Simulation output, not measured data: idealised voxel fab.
Process module in this document: voxel transistor to metal
The cross-section on display is named cut; it measures 180 nm wide, and its cells are 5 nm squares.
We lay out every cross-section as a grid of square cells and spell it out in bands from the top down, where one band means one or more rows of cells.
The band entry comprises the height of the band's top followed by the height of its bottom, expressed in nm, and subsequently the band's materials from left to right, each stated together with its width in nm. Where a single material is marked with the word "throughout", that material fills the band from edge to edge. The word "empty" represents empty space.
Convention: height 0 is the level below which the wafer, as received, is all one material. The lowest band does not terminate at the bottom but continues downward, represented as "z 0 and below".
Width "30 to 40": first value at the band's top row of cells, second value at its bottom row, equal change from row to row.
The cross-section has no changed cell in any step marked "nothing different".
Enclosed voids (no open way to top), threshold 8 cells or more, entry "Enclosed empty spaces", notation width x height at distance, distance from left edge, nm.
What comes after the settings on a step's line is commentary from the simulator itself on that step.
overlay nm: on a step with a mask, how far right of its planned place the mask lay; negative means left.

Planned process steps:
1 RECEIVE,material Si
2 CONFORMAL_DEP,material SiO2,thk nm 5
3 CONFORMAL_DEP,material SiN,thk nm 15
4 MASKED_ETCH,tone cover,mask id ACTIVE,width nm 100,etch materials SiN,depth nm 15,overlay nm 0
5 MASKED_ETCH,tone cover,mask id ACTIVE,width nm 100,etch materials SiO2,depth nm 5,overlay nm 0
6 MASKED_ETCH,tone cover,mask id ACTIVE,width nm 100,etch materials Si,depth nm 20,overlay nm 0
7 OXIDIZE,depth nm 5
8 FILL_DEP,material SiO2,thk nm 10
9 CMP,height nm 20
10 SELECTIVE_ETCH,etch materials SiO2,depth nm 10
11 STRIP,etch materials SiN
12 SELECTIVE_ETCH,etch materials SiO2,depth nm 5
13 OXIDIZE,depth nm 5
14 DIRECTIONAL_DEP,material polySi,thk nm 25
15 DIRECTIONAL_DEP,material SiCN,thk nm 10
16 DIRECTIONAL_DEP,material aC,thk nm 10
17 PATTERN,tone cover,mask id GATE,material resist,width nm 20,thk nm 30,overlay nm 0
18 DIRECTIONAL_ETCH,etch materials aC,depth nm 10
19 STRIP,etch materials resist
20 DIRECTIONAL_ETCH,etch materials SiCN,depth nm 20
21 DIRECTIONAL_ETCH,etch materials polySi,depth nm 35
22 STRIP,etch materials aC
23 CONFORMAL_DEP,material SiN,thk nm 10
24 DIRECTIONAL_ETCH,etch materials SiN,depth nm 10
25 DIRECTIONAL_ETCH,etch materials SiO2,depth nm 5
26 DIRECTIONAL_ETCH,etch materials Si,depth nm 10
27 EPI,material nSi,thk nm 10
28 FILL_DEP,material SiO2,thk nm 5
29 CMP,height nm 35
30 DIRECTIONAL_DEP,material SiO2,thk nm 15
31 MASKED_ETCH,tone open,mask id CONTACT,width nm 20,pitch nm 70,etch materials SiO2,depth nm 55,overlay nm 0
32 CONFORMAL_DEP,material TiN,thk nm 5
33 FILL_DEP,material W,thk nm 5
34 CMP,height nm 50
35 DIRECTIONAL_DEP,material TiN,thk nm 5
36 DIRECTIONAL_DEP,material Ru,thk nm 20
37 MASKED_ETCH,tone cover,mask id METAL_1,width nm 20,pitch nm 70,etch materials Ru,depth nm 20,overlay nm 0
38 MASKED_ETCH,tone cover,mask id METAL_1,width nm 20,pitch nm 70,etch materials TiN,depth nm 5,overlay nm 0
39 FILL_DEP,material lowk,thk nm 10
40 CMP,height nm 75
41 CONFORMAL_DEP,material SiCN,thk nm 5
42 DIRECTIONAL_DEP,material lowk,thk nm 30
43 DIRECTIONAL_DEP,material aC,thk nm 10
44 PATTERN,tone open,mask id METAL_2_HOLES,material resist,width nm 15,pitch nm 70,thk nm 30,overlay nm 0
45 DIRECTIONAL_ETCH,etch materials aC,depth nm 10
46 STRIP,etch materials resist
47 DIRECTIONAL_ETCH,etch materials lowk,depth nm 30
48 STRIP,etch materials aC
49 PATTERN,tone open,mask id METAL_2,material resist,width nm 20,pitch nm 70,thk nm 20,overlay nm 0
50 DIRECTIONAL_ETCH,etch materials lowk,depth nm 15
51 DIRECTIONAL_ETCH,etch materials SiCN,depth nm 5
52 STRIP,etch materials resist
53 CONFORMAL_DEP,material TiN,thk nm 5
54 FILL_DEP,material Ru,thk nm 5
55 CMP,height nm 110
56 CONFORMAL_DEP,material SiN,thk nm 5

Incoming wafer, cross-sectional view, post step 1:
> z 0 and below = Si throughout
> Enclosed empty spaces: none

Figure: cross-sectional view of the wafer upon completion of the module, processed from the initial state and according to the plan depicted above, with one error introduced during execution:
> z 115 to 110 = SiN throughout
> z 110 to 100 = lowk 45 nm / TiN 5 nm / Ru 10 nm / TiN 5 nm / lowk 50 nm / TiN 5 nm / Ru 10 nm / TiN 5 nm / lowk 45 nm
> z 100 to 95 = lowk 45 nm / TiN 5 nm / Ru 5 nm / TiN 10 nm / lowk 50 nm / TiN 5 nm / Ru 5 nm / TiN 10 nm / lowk 45 nm
> z 95 to 80 = lowk 45 nm / TiN 5 nm / Ru 5 nm / TiN 5 nm / lowk 55 nm / TiN 5 nm / Ru 5 nm / TiN 5 nm / lowk 50 nm
> z 80 to 75 = SiCN 45 nm / TiN 15 nm / SiCN 55 nm / TiN 15 nm / SiCN 50 nm
> z 75 to 55 = lowk 45 nm / Ru 20 nm / lowk 50 nm / Ru 20 nm / lowk 45 nm
> z 55 to 50 = lowk 45 nm / TiN 20 nm / lowk 50 nm / TiN 20 nm / lowk 45 nm
> z 50 to 35 = SiO2 45 nm / TiN 5 nm / W 10 nm / TiN 5 nm / SiO2 50 nm / TiN 5 nm / W 10 nm / TiN 5 nm / SiO2 45 nm
> z 35 to 25 = SiO2 45 nm / TiN 5 nm / W 10 nm / TiN 5 nm / SiO2 5 nm / SiN 10 nm / SiCN 20 nm / SiN 10 nm / SiO2 5 nm / TiN 5 nm / W 10 nm / TiN 5 nm / SiO2 45 nm
> z 25 to 10 = SiO2 45 nm / TiN 5 nm / W 10 nm / TiN 5 nm / SiO2 5 nm / SiN 10 nm / polySi 20 nm / SiN 10 nm / SiO2 5 nm / TiN 5 nm / W 10 nm / TiN 5 nm / SiO2 45 nm
> z 10 to 5 = SiO2 45 nm / TiN 5 nm / W 5 nm / TiN 10 nm / SiO2 5 nm / SiN 10 nm / polySi 20 nm / SiN 10 nm / SiO2 5 nm / TiN 10 nm / W 5 nm / TiN 5 nm / SiO2 45 nm
> z 5 to 0 = SiO2 25 nm / SiN 10 nm / SiO2 10 nm / TiN 5 nm / W 5 nm / TiN 5 nm / nSi 10 nm / SiN 10 nm / polySi 20 nm / SiN 10 nm / nSi 10 nm / TiN 5 nm / W 5 nm / TiN 5 nm / SiO2 10 nm / SiN 10 nm / SiO2 25 nm
> z 0 to -5 = SiO2 25 nm / SiN 20 nm / TiN 15 nm / nSi 10 nm / SiO2 40 nm / nSi 10 nm / TiN 15 nm / SiN 20 nm / SiO2 25 nm
> z -5 to -10 = SiO2 25 nm / SiN 20 nm / SiO2 5 nm / nSi 20 nm / Si 40 nm / nSi 20 nm / SiO2 5 nm / SiN 20 nm / SiO2 25 nm
> z -10 to -15 = SiO2 50 nm / nSi 20 nm / Si 40 nm / nSi 20 nm / SiO2 50 nm
> z -15 to -25 = SiO2 45 nm / Si 90 nm / SiO2 45 nm
> z -25 and below = Si throughout
> Enclosed empty spaces: none
what went wrong: contrary to the plan, steps 10 and 11 were processed in exchanged order
